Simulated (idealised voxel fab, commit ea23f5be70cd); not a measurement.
voxel wiring stack: a process module
Section cut is 300 nm wide and gridded with 5 nm square cells.
Notation: cross-section as square-cell grid; stated in bands, top first, going down; one or more cell rows per band.
The band entry comprises the height of the band's top followed by the height of its bottom, expressed in nm, and subsequently the band's materials from left to right, each stated together with its width in nm. Where a single material is marked with the word "everywhere", that material fills the band from edge to edge. The word "air" represents empty space.
We count height from 0. Below that, the starting wafer is all one material. The lowest band never ends at the bottom but goes on down; see "0 nm and below" for how that is written.
Width spec "30->40" -> top row of cells at first value, bottom row at second value, equal per-row change in between.
When a step is marked "remains unaltered", none of the cells in the cross-section changed during that step.
For the entry "Closed void entries", the listed items are empty spaces with no open way to the top whose size is 8 cells or more; each item follows the pattern width x height at distance, where distance is from the left edge and all three are in nm.
Where a step's line continues beyond its settings, the continuation is a remark by the simulator itself on that step.
"overlay nm" on a masked step: distance the mask lay right of its planned place, negative for left.
-- Process steps (planned)
step 1: RECEIVE (material Si)
step 2: CONFORMAL_DEP (material SiO2; thk nm 15)
step 3: DIRECTIONAL_DEP (material TiN; thk nm 5)
step 4: DIRECTIONAL_DEP (material Ru; thk nm 25)
step 5: PATTERN (tone cover; mask id METAL_1; material resist; width nm 20; pitch nm 35; thk nm 20; overlay nm 0)
step 6: DIRECTIONAL_ETCH (etch materials Ru; depth nm 25)
step 7: DIRECTIONAL_ETCH (etch materials TiN; depth nm 5)
step 8: STRIP (etch materials resist)
step 9: FILL_DEP (material SiO2; thk nm 5)
step 10: CMP (height nm 45)
step 11: CONFORMAL_DEP (material SiCN; thk nm 5)
step 12: DIRECTIONAL_DEP (material SiO2; thk nm 30)
step 13: PATTERN (tone open; mask id METAL_2_HOLES; material resist; width nm 15; pitch nm 35; thk nm 20; overlay nm 0)
step 14: DIRECTIONAL_ETCH (etch materials SiO2; depth nm 30)
step 15: STRIP (etch materials resist)
step 16: PATTERN (tone open; mask id METAL_2; material resist; width nm 20; pitch nm 35; thk nm 20; overlay nm 0)
step 17: DIRECTIONAL_ETCH (etch materials SiO2; depth nm 15)
step 18: DIRECTIONAL_ETCH (etch materials SiCN; depth nm 5)
step 19: STRIP (etch materials resist)
step 20: CONFORMAL_DEP (material TiN; thk nm 5)
step 21: FILL_DEP (material Cu; thk nm 10)
step 22: CMP (height nm 80)
step 23: CONFORMAL_DEP (material SiCN; thk nm 5)
step 24: DIRECTIONAL_DEP (material SiO2; thk nm 10)
step 25: MASKED_ETCH (tone open; mask id PLUG_2; width nm 15; pitch nm 35; etch materials SiO2; depth nm 10; overlay nm 0)
step 26: MASKED_ETCH (tone open; mask id PLUG_2; width nm 15; pitch nm 35; etch materials SiCN; depth nm 5; overlay nm 0)
step 27: EPI (material Ru; thk nm 10)
step 28: EPI (material Ru; thk nm 5)
step 29: DIRECTIONAL_DEP (material TiN; thk nm 5)
step 30: DIRECTIONAL_DEP (material Ru; thk nm 20)
step 31: MASKED_ETCH (tone cover; mask id METAL_3; width nm 20; pitch nm 35; etch materials Ru; depth nm 20; overlay nm 0)
step 32: MASKED_ETCH (tone cover; mask id METAL_3; width nm 20; pitch nm 35; etch materials TiN; depth nm 5; overlay nm 0)
step 33: FILL_DEP (material SiO2; thk nm 10)
step 34: CMP (height nm 120)
step 35: CONFORMAL_DEP (material SiCN; thk nm 5)
step 36: DIRECTIONAL_DEP (material SiO2; thk nm 20)
step 37: DIRECTIONAL_DEP (material aC; thk nm 10)
step 38: PATTERN (tone open; mask id PLUG_3; material resist; width nm 15; pitch nm 35; thk nm 25; overlay nm 0)
step 39: DIRECTIONAL_ETCH (etch materials aC; depth nm 10)
step 40: STRIP (etch materials resist)
step 41: DIRECTIONAL_ETCH (etch materials SiO2; depth nm 20)
step 42: DIRECTIONAL_ETCH (etch materials SiCN; depth nm 5)
step 43: STRIP (etch materials aC)
step 44: CONFORMAL_DEP (material TiN; thk nm 5)
step 45: FILL_DEP (material Cu; thk nm 10)
step 46: CMP (height nm 145)
step 47: DIRECTIONAL_DEP (material TiN; thk nm 5)
step 48: DIRECTIONAL_DEP (material W; thk nm 25)
step 49: MASKED_ETCH (tone cover; mask id METAL_4; width nm 20; pitch nm 35; etch materials W; depth nm 25; overlay nm 0)
step 50: MASKED_ETCH (tone cover; mask id METAL_4; width nm 20; pitch nm 35; etch materials TiN; depth nm 5; overlay nm 0)
step 51: CONFORMAL_DEP (material SiN; thk nm 5)
step 52: FILL_DEP (material lowk; thk nm 5)
step 53: CMP (height nm 175)
step 54: CONFORMAL_DEP (material SiN; thk nm 5)
-- Incoming wafer in cross-section (state: after step 1)
- 0 nm and below | Si everywhere
- Closed void entries: none
-- Post-module cross-section of the first of two wafers (run per plan)
- 180 nm to 175 nm | SiN everywhere
- 175 nm to 150 nm | 80 of lowk; 5 of SiN; 20 of W; 5 of SiN; 5 of lowk; 5 of SiN; 20 of W; 5 of SiN; 5 of lowk; 5 of SiN; 20 of W; 5 of SiN; 5 of lowk; 5 of SiN; 20 of W; 5 of SiN; 85 of lowk
- 150 nm to 145 nm | 85 of SiN; 20 of TiN; 15 of SiN; 20 of TiN; 15 of SiN; 20 of TiN; 15 of SiN; 20 of TiN; 90 of SiN
- 145 nm to 125 nm | 85 of SiO2; 5 of TiN; 5 of Cu; 5 of TiN; 20 of SiO2; 5 of TiN; 5 of Cu; 5 of TiN; 20 of SiO2; 5 of TiN; 5 of Cu; 5 of TiN; 20 of SiO2; 5 of TiN; 5 of Cu; 5 of TiN; 95 of SiO2
- 125 nm to 120 nm | 85 of SiCN; 15 of TiN; 20 of SiCN; 15 of TiN; 20 of SiCN; 15 of TiN; 20 of SiCN; 15 of TiN; 95 of SiCN
- 120 nm to 100 nm | 85 of SiO2; 20 of Ru; 15 of SiO2; 20 of Ru; 15 of SiO2; 20 of Ru; 15 of SiO2; 20 of Ru; 90 of SiO2
- 100 nm to 95 nm | 85 of SiO2; 20 of TiN; 15 of SiO2; 20 of TiN; 15 of SiO2; 20 of TiN; 15 of SiO2; 20 of TiN; 90 of SiO2
- 95 nm to 85 nm | 85 of SiO2; 15 of Ru; 20 of SiO2; 15 of Ru; 20 of SiO2; 15 of Ru; 20 of SiO2; 15 of Ru; 95 of SiO2
- 85 nm to 80 nm | 85 of SiCN; 15 of Ru; 20 of SiCN; 15 of Ru; 20 of SiCN; 15 of Ru; 20 of SiCN; 15 of Ru; 95 of SiCN
- 80 nm to 70 nm | 85 of SiO2; 5 of TiN; 10 of Cu; 5 of TiN; 15 of SiO2; 5 of TiN; 10 of Cu; 5 of TiN; 15 of SiO2; 5 of TiN; 10 of Cu; 5 of TiN; 15 of SiO2; 5 of TiN; 10 of Cu; 5 of TiN; 90 of SiO2
- 70 nm to 65 nm | 85 of SiO2; 5 of TiN; 5 of Cu; 10 of TiN; 15 of SiO2; 5 of TiN; 5 of Cu; 10 of TiN; 15 of SiO2; 5 of TiN; 5 of Cu; 10 of TiN; 15 of SiO2; 5 of TiN; 5 of Cu; 10 of TiN; 90 of SiO2
- 65 nm to 50 nm | 85 of SiO2; 5 of TiN; 5 of Cu; 5 of TiN; 20 of SiO2; 5 of TiN; 5 of Cu; 5 of TiN; 20 of SiO2; 5 of TiN; 5 of Cu; 5 of TiN; 20 of SiO2; 5 of TiN; 5 of Cu; 5 of TiN; 95 of SiO2
- 50 nm to 45 nm | 85 of SiCN; 15 of TiN; 20 of SiCN; 15 of TiN; 20 of SiCN; 15 of TiN; 20 of SiCN; 15 of TiN; 95 of SiCN
- 45 nm to 20 nm | 85 of SiO2; 20 of Ru; 15 of SiO2; 20 of Ru; 15 of SiO2; 20 of Ru; 15 of SiO2; 20 of Ru; 90 of SiO2
- 20 nm to 15 nm | 85 of SiO2; 20 of TiN; 15 of SiO2; 20 of TiN; 15 of SiO2; 20 of TiN; 15 of SiO2; 20 of TiN; 90 of SiO2
- 15 nm to 0 nm | SiO2 everywhere
- 0 nm and below | Si everywhere
- Closed void entries: none
-- So this is wafer number two of the two, cut at the end of the module - it started where the first did and had the same plan, we just got one thing wrong running it
- 180 nm to 175 nm | SiN everywhere
- 175 nm to 165 nm | 80 of lowk; 5 of SiN; 20 of W; 5 of SiN; 5 of lowk; 5 of SiN; 20 of W; 5 of SiN; 5 of lowk; 5 of SiN; 20 of W; 5 of SiN; 5 of lowk; 5 of SiN; 20 of W; 5 of SiN; 85 of lowk
- 165 nm to 160 nm | 85 of SiN; 20 of W; 15 of SiN; 20 of W; 15 of SiN; 20 of W; 15 of SiN; 20 of W; 90 of SiN
- 160 nm to 150 nm | W everywhere
- 150 nm to 145 nm | TiN everywhere
- 145 nm to 125 nm | 85 of SiO2; 5 of TiN; 5 of Cu; 5 of TiN; 20 of SiO2; 5 of TiN; 5 of Cu; 5 of TiN; 20 of SiO2; 5 of TiN; 5 of Cu; 5 of TiN; 20 of SiO2; 5 of TiN; 5 of Cu; 5 of TiN; 95 of SiO2
- 125 nm to 120 nm | 85 of SiCN; 15 of TiN; 20 of SiCN; 15 of TiN; 20 of SiCN; 15 of TiN; 20 of SiCN; 15 of TiN; 95 of SiCN
- 120 nm to 100 nm | 85 of SiO2; 20 of Ru; 15 of SiO2; 20 of Ru; 15 of SiO2; 20 of Ru; 15 of SiO2; 20 of Ru; 90 of SiO2
- 100 nm to 95 nm | 85 of SiO2; 20 of TiN; 15 of SiO2; 20 of TiN; 15 of SiO2; 20 of TiN; 15 of SiO2; 20 of TiN; 90 of SiO2
- 95 nm to 85 nm | 85 of SiO2; 15 of Ru; 20 of SiO2; 15 of Ru; 20 of SiO2; 15 of Ru; 20 of SiO2; 15 of Ru; 95 of SiO2
- 85 nm to 80 nm | 85 of SiCN; 15 of Ru; 20 of SiCN; 15 of Ru; 20 of SiCN; 15 of Ru; 20 of SiCN; 15 of Ru; 95 of SiCN
- 80 nm to 70 nm | 85 of SiO2; 5 of TiN; 10 of Cu; 5 of TiN; 15 of SiO2; 5 of TiN; 10 of Cu; 5 of TiN; 15 of SiO2; 5 of TiN; 10 of Cu; 5 of TiN; 15 of SiO2; 5 of TiN; 10 of Cu; 5 of TiN; 90 of SiO2
- 70 nm to 65 nm | 85 of SiO2; 5 of TiN; 5 of Cu; 10 of TiN; 15 of SiO2; 5 of TiN; 5 of Cu; 10 of TiN; 15 of SiO2; 5 of TiN; 5 of Cu; 10 of TiN; 15 of SiO2; 5 of TiN; 5 of Cu; 10 of TiN; 90 of SiO2
- 65 nm to 50 nm | 85 of SiO2; 5 of TiN; 5 of Cu; 5 of TiN; 20 of SiO2; 5 of TiN; 5 of Cu; 5 of TiN; 20 of SiO2; 5 of TiN; 5 of Cu; 5 of TiN; 20 of SiO2; 5 of TiN; 5 of Cu; 5 of TiN; 95 of SiO2
- 50 nm to 45 nm | 85 of SiCN; 15 of TiN; 20 of SiCN; 15 of TiN; 20 of SiCN; 15 of TiN; 20 of SiCN; 15 of TiN; 95 of SiCN
- 45 nm to 20 nm | 85 of SiO2; 20 of Ru; 15 of SiO2; 20 of Ru; 15 of SiO2; 20 of Ru; 15 of SiO2; 20 of Ru; 90 of SiO2
- 20 nm to 15 nm | 85 of SiO2; 20 of TiN; 15 of SiO2; 20 of TiN; 15 of SiO2; 20 of TiN; 15 of SiO2; 20 of TiN; 90 of SiO2
- 15 nm to 0 nm | SiO2 everywhere
- 0 nm and below | Si everywhere
- Closed void entries: none
Run error: step 49 was processed under conditions differing from the plan, specifically as MASKED_ETCH (tone cover; mask id METAL_4; width nm 20; pitch nm 35; etch materials W; depth nm 15; overlay nm 0)
The final cell counts differ between the wafers, with the second having more or fewer of some materials than the first: 24 fewer of SiN, 44 more of TiN, 88 more of W, 108 fewer of lowk
